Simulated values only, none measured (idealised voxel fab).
Process module heading - voxel fin reveal
In the cross-section labelled cut, the width is 160 nm and each square cell is 5 nm.
Cross-section spec: square-cell grid; bands listed top down; each band is one or more rows.
This entry defines a band. It first specifies the height of the band's top and the height of its bottom in nm, and then specifies the band's materials from left to right, stating each material with its width in nm. The word "edge to edge" identifies a single material that fills the band from edge to edge, while the word "empty" identifies empty space.
For the purposes of this specification, 0 denotes the height below which the wafer in its as-received condition is composed wholly of one material, and the lowermost band, lacking a lower limit, extends downward without end, as expressed in "top 0, no bottom".
Width "30 to 40": first value at the band's top row of cells, second value at its bottom row, equal change from row to row.
A step reported as "identical to before" is a step in which no cell of the cross-section changed.
"Sealed void inventory" means: voids of 8 cells or more that are shut off from the top with no open way through. Written width x height at distance, distance from the left edge, in nm.
Heads up: the bit after the settings on a step's line is the simulator's remark on that step.
overlay nm: step with mask; distance mask lay right of planned place; negative value = left of planned place.

**Below is the list of planned process steps**
1. RECEIVE [material Si]
2. CONFORMAL_DEP [material SiN] [thk nm 10]
3. PATTERN [tone cover] [mask id FINS] [material resist] [width nm 15] [pitch nm 40] [thk nm 20] [overlay nm 0]
4. DIRECTIONAL_ETCH [etch materials SiN] [depth nm 10]
5. DIRECTIONAL_ETCH [etch materials Si] [depth nm 30]
6. STRIP [etch materials resist]
7. OXIDIZE [depth nm 5]
8. FILL_DEP [material SiO2] [thk nm 5]
9. CMP [height nm 10]
10. SELECTIVE_ETCH [etch materials SiO2] [depth nm 25]
11. STRIP [etch materials SiN]
12. CONFORMAL_DEP [material HfO2] [thk nm 5]

**first wafer, as planned**

**Received-state cross-section, reflecting completion of step 1**
	top 0, no bottom = Si edge to edge
	Sealed void inventory: none

**After step 2: wafer cross-section**
	top 10, bottom 0 = SiN edge to edge
	Anything lower than 0 is untouched.

**After step 3: wafer cross-section**
	top 30, bottom 10 = 30 empty, 15 resist, 25 empty, 15 resist, 25 empty, 15 resist, 35 empty
	Anything lower than 10 is untouched.

**After step 4: wafer cross-section**
	top 30, bottom 10 = 30 empty, 15 resist, 25 empty, 15 resist, 25 empty, 15 resist, 35 empty
	top 10, bottom 0 = 30 empty, 15 SiN, 25 empty, 15 SiN, 25 empty, 15 SiN, 35 empty
	Anything lower than 0 is untouched.

**After step 5: wafer cross-section**
	top 30, bottom 10 = 30 empty, 15 resist, 25 empty, 15 resist, 25 empty, 15 resist, 35 empty
	top 10, bottom 0 = 30 empty, 15 SiN, 25 empty, 15 SiN, 25 empty, 15 SiN, 35 empty
	top 0, bottom -30 = 30 empty, 15 Si, 25 empty, 15 Si, 25 empty, 15 Si, 35 empty
	Anything lower than -30 is untouched.

**After step 6: wafer cross-section**
	top 10, bottom 0 = 30 empty, 15 SiN, 25 empty, 15 SiN, 25 empty, 15 SiN, 35 empty
	Anything lower than 0 is untouched.

**After step 7: wafer cross-section**
	top 10, bottom 0 = 30 empty, 15 SiN, 25 empty, 15 SiN, 25 empty, 15 SiN, 35 empty
	top 0, bottom -30 = 30 empty, 5 SiO2, 5 Si, 5 SiO2, 25 empty, 5 SiO2, 5 Si, 5 SiO2, 25 empty, 5 SiO2, 5 Si, 5 SiO2, 35 empty
	top -30, bottom -35 = 35 SiO2, 5 Si, 35 SiO2, 5 Si, 35 SiO2, 5 Si, 40 SiO2
	Anything lower than -35 is untouched.

**After step 8: wafer cross-section**
	top 15, bottom 10 = SiO2 edge to edge
	top 10, bottom 0 = 30 SiO2, 15 SiN, 25 SiO2, 15 SiN, 25 SiO2, 15 SiN, 35 SiO2
	top 0, bottom -35 = 35 SiO2, 5 Si, 35 SiO2, 5 Si, 35 SiO2, 5 Si, 40 SiO2
	Anything lower than -35 is untouched.

**After step 9: wafer cross-section**
	top 10, bottom 0 = 30 SiO2, 15 SiN, 25 SiO2, 15 SiN, 25 SiO2, 15 SiN, 35 SiO2
	Anything lower than 0 is untouched.

**After step 10: wafer cross-section**
	top 10, bottom 0 = 30 empty, 15 SiN, 25 empty, 15 SiN, 25 empty, 15 SiN, 35 empty
	top 0, bottom -15 = 35 empty, 5 Si, 35 empty, 5 Si, 35 empty, 5 Si, 40 empty
	Anything lower than -15 is untouched.

**After step 11: wafer cross-section**
	top 0, bottom -15 = 35 empty, 5 Si, 35 empty, 5 Si, 35 empty, 5 Si, 40 empty
	Anything lower than -15 is untouched.

**After step 12: wafer cross-section**
	top 5, bottom 0 = 30 empty, 15 HfO2, 25 empty, 15 HfO2, 25 empty, 15 HfO2, 35 empty
	top 0, bottom -10 = 30 empty, 5 HfO2, 5 Si, 5 HfO2, 25 empty, 5 HfO2, 5 Si, 5 HfO2, 25 empty, 5 HfO2, 5 Si, 5 HfO2, 35 empty
	top -10, bottom -15 = 35 HfO2, 5 Si, 35 HfO2, 5 Si, 35 HfO2, 5 Si, 40 HfO2
	Anything lower than -15 is untouched.

**second wafer: like start, like plan, one mistake. Through step 2 it matches the first wafer**

**Cross-section of the second wafer at the time by which step 3 should have been completed according to the plan**
	top 30, bottom 10 = 30 empty, 20 resist, 20 empty, 20 resist, 20 empty, 20 resist, 30 empty
	Anything lower than 10 is untouched.

**Cross-section of the second wafer at the time by which step 4 should have been completed according to the plan**
	top 30, bottom 10 = 30 empty, 20 resist, 20 empty, 20 resist, 20 empty, 20 resist, 30 empty
	top 10, bottom 0 = 30 empty, 20 SiN, 20 empty, 20 SiN, 20 empty, 20 SiN, 30 empty
	Anything lower than 0 is untouched.

**Cross-section of the second wafer at the time by which step 5 should have been completed according to the plan**
	top 30, bottom 10 = 30 empty, 20 resist, 20 empty, 20 resist, 20 empty, 20 resist, 30 empty
	top 10, bottom 0 = 30 empty, 20 SiN, 20 empty, 20 SiN, 20 empty, 20 SiN, 30 empty
	top 0, bottom -30 = 30 empty, 20 Si, 20 empty, 20 Si, 20 empty, 20 Si, 30 empty
	Anything lower than -30 is untouched.

**Cross-section of the second wafer at the time by which step 6 should have been completed according to the plan**
	top 10, bottom 0 = 30 empty, 20 SiN, 20 empty, 20 SiN, 20 empty, 20 SiN, 30 empty
	Anything lower than 0 is untouched.

**Cross-section of the second wafer at the time by which step 7 should have been completed according to the plan**
	top 10, bottom 0 = 30 empty, 20 SiN, 20 empty, 20 SiN, 20 empty, 20 SiN, 30 empty
	top 0, bottom -30 = 30 empty, 5 SiO2, 10 Si, 5 SiO2, 20 empty, 5 SiO2, 10 Si, 5 SiO2, 20 empty, 5 SiO2, 10 Si, 5 SiO2, 30 empty
	top -30, bottom -35 = 35 SiO2, 10 Si, 30 SiO2, 10 Si, 30 SiO2, 10 Si, 35 SiO2
	Anything lower than -35 is untouched.

**Cross-section of the second wafer at the time by which step 8 should have been completed according to the plan**
	top 15, bottom 10 = SiO2 edge to edge
	top 10, bottom 0 = 30 SiO2, 20 SiN, 20 SiO2, 20 SiN, 20 SiO2, 20 SiN, 30 SiO2
	top 0, bottom -35 = 35 SiO2, 10 Si, 30 SiO2, 10 Si, 30 SiO2, 10 Si, 35 SiO2
	Anything lower than -35 is untouched.

**Cross-section of the second wafer at the time by which step 9 should have been completed according to the plan**
	top 10, bottom 0 = 30 SiO2, 20 SiN, 20 SiO2, 20 SiN, 20 SiO2, 20 SiN, 30 SiO2
	Anything lower than 0 is untouched.

**Cross-section of the second wafer at the time by which step 10 should have been completed according to the plan**
	top 10, bottom 0 = 30 empty, 20 SiN, 20 empty, 20 SiN, 20 empty, 20 SiN, 30 empty
	top 0, bottom -15 = 35 empty, 10 Si, 30 empty, 10 Si, 30 empty, 10 Si, 35 empty
	Anything lower than -15 is untouched.

**Cross-section of the second wafer at the time by which step 11 should have been completed according to the plan**
	top 0, bottom -15 = 35 empty, 10 Si, 30 empty, 10 Si, 30 empty, 10 Si, 35 empty
	Anything lower than -15 is untouched.

**Cross-section of the second wafer at the time by which step 12 should have been completed according to the plan**
	top 5, bottom 0 = 30 empty, 20 HfO2, 20 empty, 20 HfO2, 20 empty, 20 HfO2, 30 empty
	top 0, bottom -10 = 30 empty, 5 HfO2, 10 Si, 5 HfO2, 20 empty, 5 HfO2, 10 Si, 5 HfO2, 20 empty, 5 HfO2, 10 Si, 5 HfO2, 30 empty
	top -10, bottom -15 = 35 HfO2, 10 Si, 30 HfO2, 10 Si, 30 HfO2, 10 Si, 35 HfO2
	Anything lower than -15 is untouched.
Want to know what went wrong? it should be noted that step 3 was executed with settings other than those planned, the operation and settings actually applied being PATTERN [tone cover] [mask id FINS] [material resist] [width nm 20] [pitch nm 40] [thk nm 20] [overlay nm 0]
It is noted that, at the conclusion of processing, the second wafer exhibits a higher or lower cell count for certain materials relative to the first: Si: 21 more, SiO2: 12 fewer
